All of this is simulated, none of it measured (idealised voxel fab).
The following process module bears the name voxel self aligned vias.
cross-section cut | 230 nm wide | cells 5 nm
For the purposes of this document, a cross-section shall be understood as a grid of square cells, specified as bands listed in top-to-bottom order, each band consisting of one or more rows of cells.
Top, bottom (nm), then materials left to right with widths (nm); lone material tagged "all across" fills the whole band edge to edge; "blank" = empty space.
Zero point of the height axis is 0; under it, received wafer = one material. Lowest band: continues down indefinitely, "0 and below".
Width spec "30 to 40" -> top row of cells at first value, bottom row at second value, equal per-row change in between.
No cell of the cross-section changed in a step that is given as "no modification".
Each empty space that has no open way to the top and spans at least 8 cells appears under "Enclosed voids" as width x height at distance, the distance counted from the left edge, all in nm.
Heads up: the bit after the settings on a step's line is the simulator's remark on that step.
The "overlay nm" setting may appear on a step's line; for a step that uses a mask, it gives how far to the right of its planned position the mask lay, and a negative value indicates the left.

### This section lists the process steps that were planned
1 RECEIVE [material Si]
2 CONFORMAL_DEP [material SiO2] [thk nm 10]
3 CONFORMAL_DEP [material SiCN] [thk nm 5]
4 DIRECTIONAL_DEP [material SiO2] [thk nm 30]
5 DIRECTIONAL_DEP [material aC] [thk nm 10]
6 PATTERN [tone open] [mask id LINES] [material resist] [width nm 20] [pitch nm 55] [thk nm 30] [overlay nm 0]
7 DIRECTIONAL_ETCH [etch materials aC] [depth nm 10]
8 STRIP [etch materials resist]
9 DIRECTIONAL_ETCH [etch materials SiO2] [depth nm 30]
10 STRIP [etch materials aC]
11 CONFORMAL_DEP [material TiN] [thk nm 5]
12 FILL_DEP [material Ru] [thk nm 5]
13 CMP [height nm 45]
14 SELECTIVE_ETCH [etch materials W Ru TiN] [depth nm 10]
15 FILL_DEP [material SiN] [thk nm 10]
16 CMP [height nm 45]
17 DIRECTIONAL_DEP [material SiO2] [thk nm 20]
18 PATTERN [tone open] [mask id VIAS] [material resist] [width nm 40] [pitch nm 110] [thk nm 20] [overlay nm 0]
19 DIRECTIONAL_ETCH [etch materials SiO2] [depth nm 20]
20 DIRECTIONAL_ETCH [etch materials SiN] [depth nm 10]
21 STRIP [etch materials resist]
22 CONFORMAL_DEP [material TiN] [thk nm 5]
23 FILL_DEP [material Cu] [thk nm 10]
24 CMP [height nm 65]
25 CONFORMAL_DEP [material SiN] [thk nm 5]

### First wafer, two in total, run as planned

### Wafer at receipt (post step 1), cross-section
> 0 and below  Si all across
> Enclosed voids: none

### Cross-section of the wafer subsequent to step 2
> 10 down to 0  SiO2 all across
> Everything under 0 stays put, no change at all.

### Cross-section of the wafer subsequent to step 3
> 15 down to 10  SiCN all across
> Everything under 10 stays put, no change at all.

### Cross-section of the wafer subsequent to step 4
> 45 down to 15  SiO2 all across
> Everything under 15 stays put, no change at all.

### Cross-section of the wafer subsequent to step 5
> 55 down to 45  aC all across
> Everything under 45 stays put, no change at all.

### Cross-section of the wafer subsequent to step 6
> 85 down to 55  resist (50), then blank (20), then resist (35), then blank (20), then resist (35), then blank (20), then resist (50)
> Everything under 55 stays put, no change at all.

### Cross-section of the wafer subsequent to step 7
> 75 down to 55  resist (50), then blank (20), then resist (35), then blank (20), then resist (35), then blank (20), then resist (50)
> 55 down to 45  aC (50), then blank (20), then aC (35), then blank (20), then aC (35), then blank (20), then aC (50)
> Everything under 45 stays put, no change at all.

### Cross-section of the wafer subsequent to step 8
> 55 down to 45  aC (50), then blank (20), then aC (35), then blank (20), then aC (35), then blank (20), then aC (50)
> Everything under 45 stays put, no change at all.

### Cross-section of the wafer subsequent to step 9
> 55 down to 45  aC (50), then blank (20), then aC (35), then blank (20), then aC (35), then blank (20), then aC (50)
> 45 down to 15  SiO2 (50), then blank (20), then SiO2 (35), then blank (20), then SiO2 (35), then blank (20), then SiO2 (50)
> Everything under 15 stays put, no change at all.

### Cross-section of the wafer subsequent to step 10
> 45 down to 15  SiO2 (50), then blank (20), then SiO2 (35), then blank (20), then SiO2 (35), then blank (20), then SiO2 (50)
> Everything under 15 stays put, no change at all.

### Cross-section of the wafer subsequent to step 11
> 50 down to 45  TiN (55), then blank (10), then TiN (45), then blank (10), then TiN (45), then blank (10), then TiN (55)
> 45 down to 20  SiO2 (50), then TiN (5), then blank (10), then TiN (5), then SiO2 (35), then TiN (5), then blank (10), then TiN (5), then SiO2 (35), then TiN (5), then blank (10), then TiN (5), then SiO2 (50)
> 20 down to 15  SiO2 (50), then TiN (20), then SiO2 (35), then TiN (20), then SiO2 (35), then TiN (20), then SiO2 (50)
> Everything under 15 stays put, no change at all.

### Cross-section of the wafer subsequent to step 12
> 55 down to 50  Ru all across
> 50 down to 45  TiN (55), then Ru (10), then TiN (45), then Ru (10), then TiN (45), then Ru (10), then TiN (55)
> 45 down to 20  SiO2 (50), then TiN (5), then Ru (10), then TiN (5), then SiO2 (35), then TiN (5), then Ru (10), then TiN (5), then SiO2 (35), then TiN (5), then Ru (10), then TiN (5), then SiO2 (50)
> Everything under 20 stays put, no change at all.

### Cross-section of the wafer subsequent to step 13
> 45 down to 20  SiO2 (50), then TiN (5), then Ru (10), then TiN (5), then SiO2 (35), then TiN (5), then Ru (10), then TiN (5), then SiO2 (35), then TiN (5), then Ru (10), then TiN (5), then SiO2 (50)
> Everything under 20 stays put, no change at all.

### Cross-section of the wafer subsequent to step 14
> 45 down to 35  SiO2 (50), then blank (20), then SiO2 (35), then blank (20), then SiO2 (35), then blank (20), then SiO2 (50)
> Everything under 35 stays put, no change at all.

### Cross-section of the wafer subsequent to step 15
> 55 down to 45  SiN all across
> 45 down to 35  SiO2 (50), then SiN (20), then SiO2 (35), then SiN (20), then SiO2 (35), then SiN (20), then SiO2 (50)
> Everything under 35 stays put, no change at all.

### Cross-section of the wafer subsequent to step 16
> 45 down to 35  SiO2 (50), then SiN (20), then SiO2 (35), then SiN (20), then SiO2 (35), then SiN (20), then SiO2 (50)
> Everything under 35 stays put, no change at all.

### Cross-section of the wafer subsequent to step 17
> 65 down to 45  SiO2 all across
> Everything under 45 stays put, no change at all.

### Cross-section of the wafer subsequent to step 18
> 85 down to 65  resist (40), then blank (40), then resist (70), then blank (40), then resist (40)
> Everything under 65 stays put, no change at all.

### Cross-section of the wafer subsequent to step 19
> 85 down to 65  resist (40), then blank (40), then resist (70), then blank (40), then resist (40)
> 65 down to 45  SiO2 (40), then blank (40), then SiO2 (70), then blank (40), then SiO2 (40)
> Everything under 45 stays put, no change at all.

### Cross-section of the wafer subsequent to step 20
> 85 down to 65  resist (40), then blank (40), then resist (70), then blank (40), then resist (40)
> 65 down to 45  SiO2 (40), then blank (40), then SiO2 (70), then blank (40), then SiO2 (40)
> 45 down to 35  SiO2 (50), then blank (20), then SiO2 (35), then SiN (20), then SiO2 (35), then blank (20), then SiO2 (50)
> Everything under 35 stays put, no change at all.

### Cross-section of the wafer subsequent to step 21
> 65 down to 45  SiO2 (40), then blank (40), then SiO2 (70), then blank (40), then SiO2 (40)
> Everything under 45 stays put, no change at all.

### Cross-section of the wafer subsequent to step 22
> 70 down to 65  TiN (45), then blank (30), then TiN (80), then blank (30), then TiN (45)
> 65 down to 50  SiO2 (40), then TiN (5), then blank (30), then TiN (5), then SiO2 (70), then TiN (5), then blank (30), then TiN (5), then SiO2 (40)
> 50 down to 45  SiO2 (40), then TiN (15), then blank (10), then TiN (15), then SiO2 (70), then TiN (15), then blank (10), then TiN (15), then SiO2 (40)
> 45 down to 40  SiO2 (50), then TiN (5), then blank (10), then TiN (5), then SiO2 (35), then SiN (20), then SiO2 (35), then TiN (5), then blank (10), then TiN (5), then SiO2 (50)
> 40 down to 35  SiO2 (50), then TiN (20), then SiO2 (35), then SiN (20), then SiO2 (35), then TiN (20), then SiO2 (50)
> Everything under 35 stays put, no change at all.

### Cross-section of the wafer subsequent to step 23
> 80 down to 70  Cu all across
> 70 down to 65  TiN (45), then Cu (30), then TiN (80), then Cu (30), then TiN (45)
> 65 down to 50  SiO2 (40), then TiN (5), then Cu (30), then TiN (5), then SiO2 (70), then TiN (5), then Cu (30), then TiN (5), then SiO2 (40)
> 50 down to 45  SiO2 (40), then TiN (15), then Cu (10), then TiN (15), then SiO2 (70), then TiN (15), then Cu (10), then TiN (15), then SiO2 (40)
> 45 down to 40  SiO2 (50), then TiN (5), then Cu (10), then TiN (5), then SiO2 (35), then SiN (20), then SiO2 (35), then TiN (5), then Cu (10), then TiN (5), then SiO2 (50)
> Everything under 40 stays put, no change at all.

### Cross-section of the wafer subsequent to step 24
> 65 down to 50  SiO2 (40), then TiN (5), then Cu (30), then TiN (5), then SiO2 (70), then TiN (5), then Cu (30), then TiN (5), then SiO2 (40)
> Everything under 50 stays put, no change at all.

### Cross-section of the wafer subsequent to step 25
> 70 down to 65  SiN all across
> Everything under 65 stays put, no change at all.

### Here the second wafer is described. Its start and its plan were those of the first wafer. Its run contained one mistake. Up to and including step 5, it did exactly what the first wafer did

### At the planned end of step 6, the second wafer in cross-section
> 85 down to 55  blank (50), then resist (20), then blank (35), then resist (20), then blank (35), then resist (20), then blank (50)
> Everything under 55 stays put, no change at all.

### At the planned end of step 7, the second wafer in cross-section
> 75 down to 55  blank (50), then resist (20), then blank (35), then resist (20), then blank (35), then resist (20), then blank (50)
> 55 down to 45  blank (50), then aC (20), then blank (35), then aC (20), then blank (35), then aC (20), then blank (50)
> Everything under 45 stays put, no change at all.

### At the planned end of step 8, the second wafer in cross-section
> 55 down to 45  blank (50), then aC (20), then blank (35), then aC (20), then blank (35), then aC (20), then blank (50)
> Everything under 45 stays put, no change at all.

### At the planned end of step 9, the second wafer in cross-section
> 55 down to 45  blank (50), then aC (20), then blank (35), then aC (20), then blank (35), then aC (20), then blank (50)
> 45 down to 15  blank (50), then SiO2 (20), then blank (35), then SiO2 (20), then blank (35), then SiO2 (20), then blank (50)
> Everything under 15 stays put, no change at all.

### At the planned end of step 10, the second wafer in cross-section
> 45 down to 15  blank (50), then SiO2 (20), then blank (35), then SiO2 (20), then blank (35), then SiO2 (20), then blank (50)
> Everything under 15 stays put, no change at all.

### At the planned end of step 11, the second wafer in cross-section
> 50 down to 45  blank (45), then TiN (30), then blank (25), then TiN (30), then blank (25), then TiN (30), then blank (45)
> 45 down to 20  blank (45), then TiN (5), then SiO2 (20), then TiN (5), then blank (25), then TiN (5), then SiO2 (20), then TiN (5), then blank (25), then TiN (5), then SiO2 (20), then TiN (5), then blank (45)
> 20 down to 15  TiN (50), then SiO2 (20), then TiN (35), then SiO2 (20), then TiN (35), then SiO2 (20), then TiN (50)
> Everything under 15 stays put, no change at all.

### At the planned end of step 12, the second wafer in cross-section
> 55 down to 50  Ru all across
> 50 down to 45  Ru (45), then TiN (30), then Ru (25), then TiN (30), then Ru (25), then TiN (30), then Ru (45)
> 45 down to 20  Ru (45), then TiN (5), then SiO2 (20), then TiN (5), then Ru (25), then TiN (5), then SiO2 (20), then TiN (5), then Ru (25), then TiN (5), then SiO2 (20), then TiN (5), then Ru (45)
> Everything under 20 stays put, no change at all.

### At the planned end of step 13, the second wafer in cross-section
> 45 down to 20  Ru (45), then TiN (5), then SiO2 (20), then TiN (5), then Ru (25), then TiN (5), then SiO2 (20), then TiN (5), then Ru (25), then TiN (5), then SiO2 (20), then TiN (5), then Ru (45)
> Everything under 20 stays put, no change at all.

### At the planned end of step 14, the second wafer in cross-section
> 45 down to 35  blank (50), then SiO2 (20), then blank (35), then SiO2 (20), then blank (35), then SiO2 (20), then blank (50)
> Everything under 35 stays put, no change at all.

### At the planned end of step 15, the second wafer in cross-section
> 55 down to 45  SiN all across
> 45 down to 35  SiN (50), then SiO2 (20), then SiN (35), then SiO2 (20), then SiN (35), then SiO2 (20), then SiN (50)
> Everything under 35 stays put, no change at all.

### At the planned end of step 16, the second wafer in cross-section
> 45 down to 35  SiN (50), then SiO2 (20), then SiN (35), then SiO2 (20), then SiN (35), then SiO2 (20), then SiN (50)
> Everything under 35 stays put, no change at all.

### At the planned end of step 17, the second wafer in cross-section
> 65 down to 45  SiO2 all across
> Everything under 45 stays put, no change at all.

### At the planned end of step 18, the second wafer in cross-section
> 85 down to 65  resist (40), then blank (40), then resist (70), then blank (40), then resist (40)
> Everything under 65 stays put, no change at all.

### At the planned end of step 19, the second wafer in cross-section
> 85 down to 65  resist (40), then blank (40), then resist (70), then blank (40), then resist (40)
> 65 down to 45  SiO2 (40), then blank (40), then SiO2 (70), then blank (40), then SiO2 (40)
> Everything under 45 stays put, no change at all.

### At the planned end of step 20, the second wafer in cross-section
> 85 down to 65  resist (40), then blank (40), then resist (70), then blank (40), then resist (40)
> 65 down to 45  SiO2 (40), then blank (40), then SiO2 (70), then blank (40), then SiO2 (40)
> 45 down to 35  SiN (40), then blank (10), then SiO2 (20), then blank (10), then SiN (25), then SiO2 (20), then SiN (25), then blank (10), then SiO2 (20), then blank (10), then SiN (40)
> Everything under 35 stays put, no change at all.

### At the planned end of step 21, the second wafer in cross-section
> 65 down to 45  SiO2 (40), then blank (40), then SiO2 (70), then blank (40), then SiO2 (40)
> Everything under 45 stays put, no change at all.

### At the planned end of step 22, the second wafer in cross-section
> 70 down to 65  TiN (45), then blank (30), then TiN (80), then blank (30), then TiN (45)
> 65 down to 50  SiO2 (40), then TiN (5), then blank (30), then TiN (5), then SiO2 (70), then TiN (5), then blank (30), then TiN (5), then SiO2 (40)
> 50 down to 45  SiO2 (40), then TiN (40), then SiO2 (70), then TiN (40), then SiO2 (40)
> 45 down to 35  SiN (40), then TiN (10), then SiO2 (20), then TiN (10), then SiN (25), then SiO2 (20), then SiN (25), then TiN (10), then SiO2 (20), then TiN (10), then SiN (40)
> Everything under 35 stays put, no change at all.

### At the planned end of step 23, the second wafer in cross-section
> 80 down to 70  Cu all across
> 70 down to 65  TiN (45), then Cu (30), then TiN (80), then Cu (30), then TiN (45)
> 65 down to 50  SiO2 (40), then TiN (5), then Cu (30), then TiN (5), then SiO2 (70), then TiN (5), then Cu (30), then TiN (5), then SiO2 (40)
> Everything under 50 stays put, no change at all.

### At the planned end of step 24, the second wafer in cross-section
> 65 down to 50  SiO2 (40), then TiN (5), then Cu (30), then TiN (5), then SiO2 (70), then TiN (5), then Cu (30), then TiN (5), then SiO2 (40)
> Everything under 50 stays put, no change at all.

### At the planned end of step 25, the second wafer in cross-section
> 70 down to 65  SiN all across
> Everything under 65 stays put, no change at all.
Deviation from plan: step 6 went in with a setting other than planned; the actual run was PATTERN [tone cover] [mask id LINES] [material resist] [width nm 20] [pitch nm 55] [thk nm 30] [overlay nm 0]
Cell-count delta at end, second wafer over first, by material: -8 Cu, +66 Ru, +44 SiN, -132 SiO2, +30 TiN
